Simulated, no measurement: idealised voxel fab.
Process module under the name voxel self aligned contacts
The width of the displayed cross-section, cut, is 270 nm; its cells are square, with a size of 5 nm.
Reading order for cross-sections: top band down to bottom band. Underlying form: a grid of square cells. Band size: one or more rows of cells.
For a band, the entry starts with two heights in nm, that of the top and then that of the bottom, and carries on with the band's materials in order from left to right, each alongside its width in nm; the word "edge to edge" beside a single material means it fills the band edge to edge, and "blank" means empty space.
The reference from which all heights are counted is 0, the level beneath which the as-received wafer is entirely one material; the lowest band, having no lower bound, proceeds downward and is written after the example "z 0 and below".
When a width is written as two numbers, as in "30->40", the first number is the width in the top row of cells of the band and the second is the width in its bottom row, and the width changes by the same amount from each row to the next.
"no alterations made" means the step left every cell of the cross-section as it was.
"Closed void listing" enumerates empty spaces isolated from the top, with no open way to it, that contain at least 8 cells, giving each as width x height at distance from the left edge, all three in nm.
Note: text after step settings on the step line = simulator remark on that step.
Each step line may optionally specify "overlay nm", which for a step with a mask gives the rightward distance between the mask's planned place and where it lay, a negative value indicating the leftward direction.

List of planned process steps:
1,RECEIVE [material Si]
2,CONFORMAL_DEP [material SiO2] [thk nm 5]
3,DIRECTIONAL_DEP [material polySi] [thk nm 25]
4,DIRECTIONAL_DEP [material SiN] [thk nm 20]
5,MASKED_ETCH [tone cover] [mask id GATE] [width nm 25] [pitch nm 65] [etch materials SiN] [depth nm 20] [overlay nm 0]
6,MASKED_ETCH [tone cover] [mask id GATE] [width nm 25] [pitch nm 65] [etch materials polySi] [depth nm 25] [overlay nm 0]
7,CONFORMAL_DEP [material SiN] [thk nm 10]
8,DIRECTIONAL_ETCH [etch materials SiN] [depth nm 10]
9,FILL_DEP [material SiO2] [thk nm 15]
10,CMP [height nm 55]
11,PATTERN [tone open] [mask id CONTACT] [material resist] [width nm 50] [pitch nm 65] [thk nm 15] [overlay nm 0]
12,DIRECTIONAL_ETCH [etch materials SiO2] [depth nm 55]
13,STRIP [etch materials resist]
14,CONFORMAL_DEP [material TiN] [thk nm 5]
15,FILL_DEP [material W] [thk nm 5]
16,CMP [height nm 55]
17,CONFORMAL_DEP [material SiN] [thk nm 5]

On the first of the two wafers: run conducted according to plan:

Wafer at receipt (post step 1), cross-section:
> z 0 and below = Si edge to edge
> Closed void listing: none

After step 2, in cross-section:
> z 5 to 0 = SiO2 edge to edge
> Beneath the level 0, the cross-section is identical to its previous state.

After step 3, in cross-section:
> z 30 to 5 = polySi edge to edge
> Beneath the level 5, the cross-section is identical to its previous state.

After step 4, in cross-section:
> z 50 to 30 = SiN edge to edge
> Beneath the level 30, the cross-section is identical to its previous state.

After step 5, in cross-section:
> z 50 to 30 = 55 of blank  25 of SiN  40 of blank  25 of SiN  40 of blank  25 of SiN  60 of blank
> Beneath the level 30, the cross-section is identical to its previous state.

After step 6, in cross-section:
> z 50 to 30 = 55 of blank  25 of SiN  40 of blank  25 of SiN  40 of blank  25 of SiN  60 of blank
> z 30 to 5 = 55 of blank  25 of polySi  40 of blank  25 of polySi  40 of blank  25 of polySi  60 of blank
> Beneath the level 5, the cross-section is identical to its previous state.

After step 7, in cross-section:
> z 60 to 30 = 45 of blank  45 of SiN  20 of blank  45 of SiN  20 of blank  45 of SiN  50 of blank
> z 30 to 15 = 45 of blank  10 of SiN  25 of polySi  10 of SiN  20 of blank  10 of SiN  25 of polySi  10 of SiN  20 of blank  10 of SiN  25 of polySi  10 of SiN  50 of blank
> z 15 to 5 = 55 of SiN  25 of polySi  40 of SiN  25 of polySi  40 of SiN  25 of polySi  60 of SiN
> Beneath the level 5, the cross-section is identical to its previous state.

After step 8, in cross-section:
> z 50 to 30 = 45 of blank  45 of SiN  20 of blank  45 of SiN  20 of blank  45 of SiN  50 of blank
> z 30 to 5 = 45 of blank  10 of SiN  25 of polySi  10 of SiN  20 of blank  10 of SiN  25 of polySi  10 of SiN  20 of blank  10 of SiN  25 of polySi  10 of SiN  50 of blank
> Beneath the level 5, the cross-section is identical to its previous state.

After step 9, in cross-section:
> z 65 to 50 = SiO2 edge to edge
> z 50 to 30 = 45 of SiO2  45 of SiN  20 of SiO2  45 of SiN  20 of SiO2  45 of SiN  50 of SiO2
> z 30 to 5 = 45 of SiO2  10 of SiN  25 of polySi  10 of SiN  20 of SiO2  10 of SiN  25 of polySi  10 of SiN  20 of SiO2  10 of SiN  25 of polySi  10 of SiN  50 of SiO2
> Beneath the level 5, the cross-section is identical to its previous state.

After step 10, in cross-section:
> z 55 to 50 = SiO2 edge to edge
> Beneath the level 50, the cross-section is identical to its previous state.

After step 11, in cross-section:
> z 70 to 55 = 75 of resist  50 of blank  15 of resist  50 of blank  80 of resist
> Beneath the level 55, the cross-section is identical to its previous state.

After step 12, in cross-section:
> z 70 to 55 = 75 of resist  50 of blank  15 of resist  50 of blank  80 of resist
> z 55 to 50 = 75 of SiO2  50 of blank  15 of SiO2  50 of blank  80 of SiO2
> z 50 to 30 = 45 of SiO2  45 of SiN  20 of blank  45 of SiN  20 of blank  45 of SiN  50 of SiO2
> z 30 to 5 = 45 of SiO2  10 of SiN  25 of polySi  10 of SiN  20 of blank  10 of SiN  25 of polySi  10 of SiN  20 of blank  10 of SiN  25 of polySi  10 of SiN  50 of SiO2
> z 5 to 0 = 90 of SiO2  20 of blank  45 of SiO2  20 of blank  95 of SiO2
> Beneath the level 0, the cross-section is identical to its previous state.

After step 13, in cross-section:
> z 55 to 50 = 75 of SiO2  50 of blank  15 of SiO2  50 of blank  80 of SiO2
> Beneath the level 50, the cross-section is identical to its previous state.

After step 14, in cross-section:
> z 60 to 55 = 80 of TiN  40 of blank  25 of TiN  40 of blank  85 of TiN
> z 55 to 50 = 75 of SiO2  20 of TiN  10 of blank  20 of TiN  15 of SiO2  20 of TiN  10 of blank  20 of TiN  80 of SiO2
> z 50 to 30 = 45 of SiO2  45 of SiN  5 of TiN  10 of blank  5 of TiN  45 of SiN  5 of TiN  10 of blank  5 of TiN  45 of SiN  50 of SiO2
> z 30 to 5 = 45 of SiO2  10 of SiN  25 of polySi  10 of SiN  5 of TiN  10 of blank  5 of TiN  10 of SiN  25 of polySi  10 of SiN  5 of TiN  10 of blank  5 of TiN  10 of SiN  25 of polySi  10 of SiN  50 of SiO2
> z 5 to 0 = 90 of SiO2  20 of TiN  45 of SiO2  20 of TiN  95 of SiO2
> Beneath the level 0, the cross-section is identical to its previous state.

After step 15, in cross-section:
> z 65 to 60 = W edge to edge
> z 60 to 55 = 80 of TiN  40 of W  25 of TiN  40 of W  85 of TiN
> z 55 to 50 = 75 of SiO2  20 of TiN  10 of W  20 of TiN  15 of SiO2  20 of TiN  10 of W  20 of TiN  80 of SiO2
> z 50 to 30 = 45 of SiO2  45 of SiN  5 of TiN  10 of W  5 of TiN  45 of SiN  5 of TiN  10 of W  5 of TiN  45 of SiN  50 of SiO2
> z 30 to 5 = 45 of SiO2  10 of SiN  25 of polySi  10 of SiN  5 of TiN  10 of W  5 of TiN  10 of SiN  25 of polySi  10 of SiN  5 of TiN  10 of W  5 of TiN  10 of SiN  25 of polySi  10 of SiN  50 of SiO2
> Beneath the level 5, the cross-section is identical to its previous state.

After step 16, in cross-section:
> z 55 to 50 = 75 of SiO2  20 of TiN  10 of W  20 of TiN  15 of SiO2  20 of TiN  10 of W  20 of TiN  80 of SiO2
> Beneath the level 50, the cross-section is identical to its previous state.

After step 17, in cross-section:
> z 60 to 55 = SiN edge to edge
> Beneath the level 55, the cross-section is identical to its previous state.

Wafer two of the pair: same origin, same plan, one error during the run; identical to wafer one up to and including step 3:

Second wafer at the planned finish of step 4, seen in cross-section:
> z 70 to 30 = SiN edge to edge
> Beneath the level 30, the cross-section is identical to its previous state.

Second wafer at the planned finish of step 5, seen in cross-section:
> z 70 to 50 = 55 of blank  25 of SiN  40 of blank  25 of SiN  40 of blank  25 of SiN  60 of blank
> Beneath the level 50, the cross-section is identical to its previous state.

Second wafer at the planned finish of step 6, seen in cross-section: no alterations made

Second wafer at the planned finish of step 7, seen in cross-section:
> z 80 to 60 = 45 of blank  45 of SiN  20 of blank  45 of SiN  20 of blank  45 of SiN  50 of blank
> z 60 to 30 = SiN edge to edge
> Beneath the level 30, the cross-section is identical to its previous state.

Second wafer at the planned finish of step 8, seen in cross-section:
> z 70 to 50 = 45 of blank  45 of SiN  20 of blank  45 of SiN  20 of blank  45 of SiN  50 of blank
> Beneath the level 50, the cross-section is identical to its previous state.

Second wafer at the planned finish of step 9, seen in cross-section:
> z 85 to 70 = SiO2 edge to edge
> z 70 to 50 = 45 of SiO2  45 of SiN  20 of SiO2  45 of SiN  20 of SiO2  45 of SiN  50 of SiO2
> Beneath the level 50, the cross-section is identical to its previous state.

Second wafer at the planned finish of step 10, seen in cross-section:
> z 55 to 50 = 45 of SiO2  45 of SiN  20 of SiO2  45 of SiN  20 of SiO2  45 of SiN  50 of SiO2
> Beneath the level 50, the cross-section is identical to its previous state.

Second wafer at the planned finish of step 11, seen in cross-section:
> z 70 to 55 = 75 of resist  50 of blank  15 of resist  50 of blank  80 of resist
> Beneath the level 55, the cross-section is identical to its previous state.

Second wafer at the planned finish of step 12, seen in cross-section:
> z 70 to 55 = 75 of resist  50 of blank  15 of resist  50 of blank  80 of resist
> z 55 to 50 = 45 of SiO2  45 of SiN  20 of blank  45 of SiN  20 of blank  45 of SiN  50 of SiO2
> Beneath the level 50, the cross-section is identical to its previous state.

Second wafer at the planned finish of step 13, seen in cross-section:
> z 55 to 50 = 45 of SiO2  45 of SiN  20 of blank  45 of SiN  20 of blank  45 of SiN  50 of SiO2
> Beneath the level 50, the cross-section is identical to its previous state.

Second wafer at the planned finish of step 14, seen in cross-section:
> z 60 to 55 = 95 of TiN  10 of blank  55 of TiN  10 of blank  100 of TiN
> z 55 to 50 = 45 of SiO2  45 of SiN  20 of TiN  45 of SiN  20 of TiN  45 of SiN  50 of SiO2
> Beneath the level 50, the cross-section is identical to its previous state.

Second wafer at the planned finish of step 15, seen in cross-section:
> z 65 to 60 = W edge to edge
> z 60 to 55 = 95 of TiN  10 of W  55 of TiN  10 of W  100 of TiN
> Beneath the level 55, the cross-section is identical to its previous state.

Second wafer at the planned finish of step 16, seen in cross-section:
> z 55 to 50 = 45 of SiO2  45 of SiN  20 of TiN  45 of SiN  20 of TiN  45 of SiN  50 of SiO2
> Beneath the level 50, the cross-section is identical to its previous state.

Second wafer at the planned finish of step 17, seen in cross-section:
> z 60 to 55 = SiN edge to edge
> Beneath the level 55, the cross-section is identical to its previous state.
What was done differently from what was planned? heads up, step 4 of the plan got done twice
Count the cells at the end and the second wafer has more or fewer of some materials than the first: 75 more of SiN, 178 fewer of SiO2, 52 fewer of TiN, 40 fewer of W, 195 more of polySi
